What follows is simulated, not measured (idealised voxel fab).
process module | voxel transistor to metal
cross-section cut | 265 nm wide | cells 5 nm
A cross-section is a grid of square cells, given in bands from the top down. A band is one or more rows of cells.
Each band's line starts with the height of the band's top and of its bottom, in nm. Then come its materials from left to right, each with its width in nm. One material with "throughout" fills the band from edge to edge. "air" is empty space.
Height 0 is the level under which the wafer as received is all one material. The lowest band goes on downwards, as in "0 down".
A width such as "30 to 40" changes by the same amount from each row of cells to the next, from the band's top row to its bottom row.
"no change" after a step means that no cell of the cross-section changed.
closed voids: empty space of 8 cells or more with no open way to the top, each as width x height at its distance from the left edge, in nm
after a step's settings: what the simulator itself notes on the step
overlay nm, on a step with a mask: how far to the right of its planned place the mask lay; to the left if negative
plan
1 op RECEIVE | material Si
2 op CONFORMAL_DEP | material SiO2 | thk nm 5
3 op CONFORMAL_DEP | material SiN | thk nm 10
4 op DIRECTIONAL_DEP | material aC | thk nm 10
5 op PATTERN | tone cover | mask id ACTIVE | material resist | width nm 105 | pitch nm 125 | thk nm 30 | overlay nm 0
6 op DIRECTIONAL_ETCH | etch materials aC | depth nm 10
7 op STRIP | etch materials resist
8 op DIRECTIONAL_ETCH | etch materials SiN | depth nm 10
9 op DIRECTIONAL_ETCH | etch materials SiO2 | depth nm 5
10 op DIRECTIONAL_ETCH | etch materials Si | depth nm 35
11 op STRIP | etch materials aC
12 op FILL_DEP | material SiO2 | thk nm 10
13 op CMP | height nm 15
14 op SELECTIVE_ETCH | etch materials SiO2 | depth nm 5
15 op STRIP | etch materials SiN
16 op SELECTIVE_ETCH | etch materials SiO2 | depth nm 5
17 op OXIDIZE | depth nm 5
18 op DIRECTIONAL_DEP | material polySi | thk nm 25
19 op DIRECTIONAL_DEP | material SiCN | thk nm 15
20 op MASKED_ETCH | tone cover | mask id GATE | width nm 25 | pitch nm 125 | etch materials SiCN | depth nm 25 | overlay nm 0
21 op MASKED_ETCH | tone cover | mask id GATE | width nm 25 | pitch nm 125 | etch materials polySi | depth nm 35 | overlay nm 0
22 op CONFORMAL_DEP | material SiN | thk nm 5
23 op DIRECTIONAL_ETCH | etch materials SiN | depth nm 5
24 op DIRECTIONAL_ETCH | etch materials SiO2 | depth nm 5
25 op EPI | material nSi | thk nm 5
26 op FILL_DEP | material SiO2 | thk nm 10
27 op CMP | height nm 25
28 op STRIP | etch materials polySi
29 op SELECTIVE_ETCH | etch materials SiO2 | depth nm 5
30 op CONFORMAL_DEP | material HfO2 | thk nm 5
31 op CONFORMAL_DEP | material TiN | thk nm 5
32 op FILL_DEP | material W | thk nm 10
33 op CMP | height nm 20
34 op DIRECTIONAL_DEP | material SiO2 | thk nm 10
35 op PATTERN | tone open | mask id CONTACT | material resist | width nm 15 | thk nm 20 | overlay nm 0
36 op DIRECTIONAL_ETCH | etch materials SiO2 | depth nm 30
37 op STRIP | etch materials resist
38 op CONFORMAL_DEP | material TiN | thk nm 5
39 op FILL_DEP | material Ru | thk nm 10
40 op CMP | height nm 30
41 op CONFORMAL_DEP | material SiN | thk nm 5
42 op DIRECTIONAL_DEP | material lowk | thk nm 15
43 op PATTERN | tone open | mask id METAL_1 | material resist | width nm 15 | thk nm 15 | overlay nm 0
44 op DIRECTIONAL_ETCH | etch materials lowk | depth nm 15
45 op DIRECTIONAL_ETCH | etch materials SiN | depth nm 5
46 op STRIP | etch materials resist
47 op CONFORMAL_DEP | material TiN | thk nm 5
48 op FILL_DEP | material Cu | thk nm 5
49 op CMP | height nm 50
50 op EPI | material Ru | thk nm 5
51 op FILL_DEP | material SiCN | thk nm 5
as received, after step 1
  0 down: Si throughout
  closed voids: none
first wafer at the end, as planned
  60 to 55: SiCN throughout
  55 to 50: SiCN 20 | Ru 25 | SiCN 45 | Ru 25 | SiCN 30 | Ru 25 | SiCN 45 | Ru 25 | SiCN 25
  50 to 35: lowk 25 | TiN 5 | Cu 5 | TiN 5 | lowk 55 | TiN 5 | Cu 5 | TiN 5 | lowk 40 | TiN 5 | Cu 5 | TiN 5 | lowk 55 | TiN 5 | Cu 5 | TiN 5 | lowk 30
  35 to 30: SiN 25 | TiN 15 | SiN 55 | TiN 15 | SiN 40 | TiN 15 | SiN 55 | TiN 15 | SiN 30
  30 to 20: SiO2 25 | TiN 5 | Ru 5 | TiN 5 | SiO2 55 | TiN 5 | Ru 5 | TiN 5 | SiO2 40 | TiN 5 | Ru 5 | TiN 5 | SiO2 55 | TiN 5 | Ru 5 | TiN 5 | SiO2 30
  20 to 5: SiO2 25 | TiN 5 | Ru 5 | TiN 5 | SiO2 10 | SiN 5 | HfO2 5 | TiN 5 | W 5 | TiN 5 | HfO2 5 | SiN 5 | SiO2 10 | TiN 5 | Ru 5 | TiN 5 | SiO2 40 | TiN 5 | Ru 5 | TiN 5 | SiO2 10 | SiN 5 | HfO2 5 | TiN 5 | W 5 | TiN 5 | HfO2 5 | SiN 5 | SiO2 10 | TiN 5 | Ru 5 | TiN 5 | SiO2 30
  5 to 0: SiO2 10 | SiN 5 | SiO2 10 | TiN 15 | SiO2 10 | SiN 5 | HfO2 5 | TiN 15 | HfO2 5 | SiN 5 | SiO2 10 | TiN 15 | SiO2 10 | SiN 5 | SiO2 10 | SiN 5 | SiO2 10 | TiN 15 | SiO2 10 | SiN 5 | HfO2 5 | TiN 15 | HfO2 5 | SiN 5 | SiO2 10 | TiN 15 | SiO2 10 | SiN 5 | SiO2 15
  0 to -5: SiO2 15 | nSi 35 | HfO2 35 | nSi 35 | SiO2 20 | nSi 35 | HfO2 35 | nSi 35 | SiO2 20
  -5 to -35: SiO2 15 | Si 105 | SiO2 20 | Si 105 | SiO2 20
  -35 down: Si throughout
  closed voids: none
second wafer at the end: like start, like plan, one mistake
  60 to 55: SiCN throughout
  55 to 50: SiCN 20 | Ru 25 | SiCN 45 | Ru 25 | SiCN 30 | Ru 25 | SiCN 45 | Ru 25 | SiCN 25
  50 to 35: lowk 25 | TiN 5 | Cu 5 | TiN 5 | lowk 55 | TiN 5 | Cu 5 | TiN 5 | lowk 40 | TiN 5 | Cu 5 | TiN 5 | lowk 55 | TiN 5 | Cu 5 | TiN 5 | lowk 30
  35 to 30: SiN 25 | TiN 15 | SiN 55 | TiN 15 | SiN 40 | TiN 15 | SiN 55 | TiN 15 | SiN 30
  30 to 20: SiO2 25 | TiN 5 | Ru 5 | TiN 5 | SiO2 55 | TiN 5 | Ru 5 | TiN 5 | SiO2 40 | TiN 5 | Ru 5 | TiN 5 | SiO2 55 | TiN 5 | Ru 5 | TiN 5 | SiO2 30
  20 to 10: SiO2 25 | TiN 5 | Ru 5 | TiN 5 | SiO2 10 | SiN 5 | HfO2 5 | TiN 5 | W 5 | TiN 5 | HfO2 5 | SiN 5 | SiO2 10 | TiN 5 | Ru 5 | TiN 5 | SiO2 40 | TiN 5 | Ru 5 | TiN 5 | SiO2 10 | SiN 5 | HfO2 5 | TiN 5 | W 5 | TiN 5 | HfO2 5 | SiN 5 | SiO2 10 | TiN 5 | Ru 5 | TiN 5 | SiO2 30
  10 to 5: SiO2 25 | TiN 5 | Ru 5 | TiN 5 | SiO2 10 | SiN 5 | HfO2 5 | TiN 15 | HfO2 5 | SiN 5 | SiO2 10 | TiN 5 | Ru 5 | TiN 5 | SiO2 40 | TiN 5 | Ru 5 | TiN 5 | SiO2 10 | SiN 5 | HfO2 5 | TiN 15 | HfO2 5 | SiN 5 | SiO2 10 | TiN 5 | Ru 5 | TiN 5 | SiO2 30
  5 to 0: SiO2 15 | SiN 5 | SiO2 5 | TiN 15 | SiO2 10 | HfO2 35 | SiO2 10 | TiN 15 | SiO2 5 | SiN 5 | SiO2 20 | SiN 5 | SiO2 5 | TiN 15 | SiO2 10 | HfO2 35 | SiO2 10 | TiN 15 | SiO2 5 | SiN 5 | SiO2 20
  0 to -5: nSi 15 | SiO2 105 | nSi 20 | SiO2 105 | nSi 20
  -5 to -35: Si 15 | SiO2 105 | Si 20 | SiO2 105 | Si 20
  -35 down: Si throughout
  closed voids: none
what went wrong: step 5 ran as: op PATTERN | tone open | mask id ACTIVE | material resist | width nm 105 | pitch nm 125 | thk nm 30 | overlay nm 0
at the end the second wafer has, in cells: 4 fewer of HfO2 | 186 fewer of Si | 4 fewer of SiN | 217 more of SiO2 | 4 fewer of TiN | 2 fewer of W | 17 fewer of nSi
